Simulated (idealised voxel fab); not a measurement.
Process module name: voxel self aligned contacts
Square cell edge 5 nm, section width 215 nm, ID cut.
We lay out every cross-section as a grid of square cells and spell it out in bands from the top down, where one band means one or more rows of cells.
Heads up on the band format: heights come first, top then bottom, in nm. After that it's the materials left to right, each with its width in nm. A single material flagged "full width" fills the whole band edge to edge, and "air" means there's empty space there.
Beneath 0, the wafer as received is one material, and that level is where height counting begins. The lowest band goes on downward without a bottom; it is written like "0 down".
Per-row width for "30->40": begins at first number (top row of band), ends at second number (bottom row), increment between rows held constant.
Basically "all unchanged" means that step didn't change any cell in the cross-section.
Closed-off voids of 8+ cells (no open route to the top) go in "Enclosed cavities", written width x height at distance from the left edge, in nm.
On a step's line, text after the settings is the simulator commenting on that step.
For masked steps, "overlay nm" on the step line gives how far right of plan the mask actually lay; a minus sign means it lay to the left.

PLANNED STEP LIST FOR THE PROCESS
1: RECEIVE, material Si
2: OXIDIZE, depth nm 5
3: DIRECTIONAL_DEP, material polySi, thk nm 25
4: DIRECTIONAL_DEP, material SiN, thk nm 15
5: PATTERN, tone cover, mask id GATE, material resist, width nm 35, pitch nm 65, thk nm 20, overlay nm 0
6: DIRECTIONAL_ETCH, etch materials SiN, depth nm 15
7: DIRECTIONAL_ETCH, etch materials polySi, depth nm 25
8: STRIP, etch materials resist
9: CONFORMAL_DEP, material SiN, thk nm 5
10: DIRECTIONAL_ETCH, etch materials SiN, depth nm 5
11: FILL_DEP, material SiO2, thk nm 15
12: CMP, height nm 45
13: MASKED_ETCH, tone open, mask id CONTACT, width nm 40, etch materials SiO2, depth nm 50, overlay nm 0
14: CONFORMAL_DEP, material TiN, thk nm 5
15: FILL_DEP, material Ru, thk nm 10
16: CMP, height nm 45
17: CONFORMAL_DEP, material SiCN, thk nm 5

CROSS-SECTION OF THE WAFER AT RECEIPT, WHICH IS THE CONDITION AFTER STEP 1
	0 down  Si full width
	Enclosed cavities: none

BELOW IS THE WAFER IN CROSS-SECTION AFTER THE MODULE WAS COMPLETED. IT BEGAN FROM THE STARTING POINT SHOWN ABOVE AND FOLLOWED THE PLAN SHOWN ABOVE, EXCEPT THAT ONE MISTAKE WAS MADE WHILE RUNNING IT
	50 to 45  SiCN full width
	45 to 40  85 SiO2; 40 TiN; 90 SiO2
	40 to 25  60 SiN; 25 SiO2; 40 SiN; 25 SiO2; 65 SiN
	25 to 0  55 polySi; 5 SiN; 25 SiO2; 5 SiN; 30 polySi; 5 SiN; 25 SiO2; 5 SiN; 60 polySi
	0 to -5  SiO2 full width
	-5 down  Si full width
	Enclosed cavities: none
Want to know what went wrong? heads up, step 5 didn't go per plan, it actually ran as PATTERN, tone open, mask id GATE, material resist, width nm 35, pitch nm 65, thk nm 20, overlay nm 0
